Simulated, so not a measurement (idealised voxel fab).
voxel released beams: a process module
The cross-section shown here is cut; it is 215 nm wide and divided into square cells measuring 5 nm on a side.
We lay out every cross-section as a grid of square cells and spell it out in bands from the top down, where one band means one or more rows of cells.
Quick guide to a band line: top height, bottom height (nm) up front; then every material left to right with its width in nm. Only one material and it's marked "everywhere"? Then it fills the band edge to edge. And "empty" just means empty space.
The reference from which all heights are counted is 0, the level beneath which the as-received wafer is entirely one material; the lowest band, having no lower bound, proceeds downward and is written after the example "top 0, no bottom".
The width entry "30 to 40" should be interpreted row by row: the top row of cells in the band takes the first number, the bottom row takes the second number, and the change between adjacent rows is uniform throughout.
For the purposes of this document, the phrase "remained the same" attached to a step denotes that no cell within the cross-section was modified by that step.
What "Trapped cavities" gives you is every empty space of 8 cells or more that is cut off from the top. Each appears as width x height at distance, with the distance taken from the left edge and width, height and distance all in nm.
Text after the settings on a step's line: the simulator's own remark on that step.
The optional step-line setting "overlay nm" applies to steps with a mask and quantifies how far to the right of its planned location the mask lay, a negative value indicating leftward placement.

-- Intended process steps
1. RECEIVE, material Si
2. CONFORMAL_DEP, material Al2O3, thk nm 5
3. DIRECTIONAL_DEP, material SiO2, thk nm 10
4. PATTERN, tone open, mask id ANCHOR, material resist, width nm 45, thk nm 15, overlay nm -15
5. DIRECTIONAL_ETCH, etch materials SiO2, depth nm 10
6. STRIP, etch materials resist
7. CONFORMAL_DEP, material polySi, thk nm 15
8. PATTERN, tone cover, mask id BEAM, material resist, width nm 125, thk nm 15, overlay nm 0
9. DIRECTIONAL_ETCH, etch materials polySi, depth nm 15
10. STRIP, etch materials resist
11. STRIP, etch materials SiO2
What sets these wafers apart? The overlay nm at step 4. They all start alike, and the plan carries the first wafer's value.

-- Cross-section, first of several wafers, as delivered after step 1
- top 0, no bottom: Si everywhere
- Trapped cavities: none

-- Per wafer, end of module: cells gained (+) or lost (-) per material since receipt, then closed voids
overlay nm -15 | +43 Al2O3 | +87 polySi | Trapped cavities: none
overlay nm -10 | +43 Al2O3 | +87 polySi | Trapped cavities: none
overlay nm -5 | +43 Al2O3 | +87 polySi | Trapped cavities: none
overlay nm 0 | +43 Al2O3 | +87 polySi | Trapped cavities: none
overlay nm 5 | +43 Al2O3 | +87 polySi | Trapped cavities: none
overlay nm 10 | +43 Al2O3 | +87 polySi | Trapped cavities: none
overlay nm 15 | +43 Al2O3 | +87 polySi | Trapped cavities: none
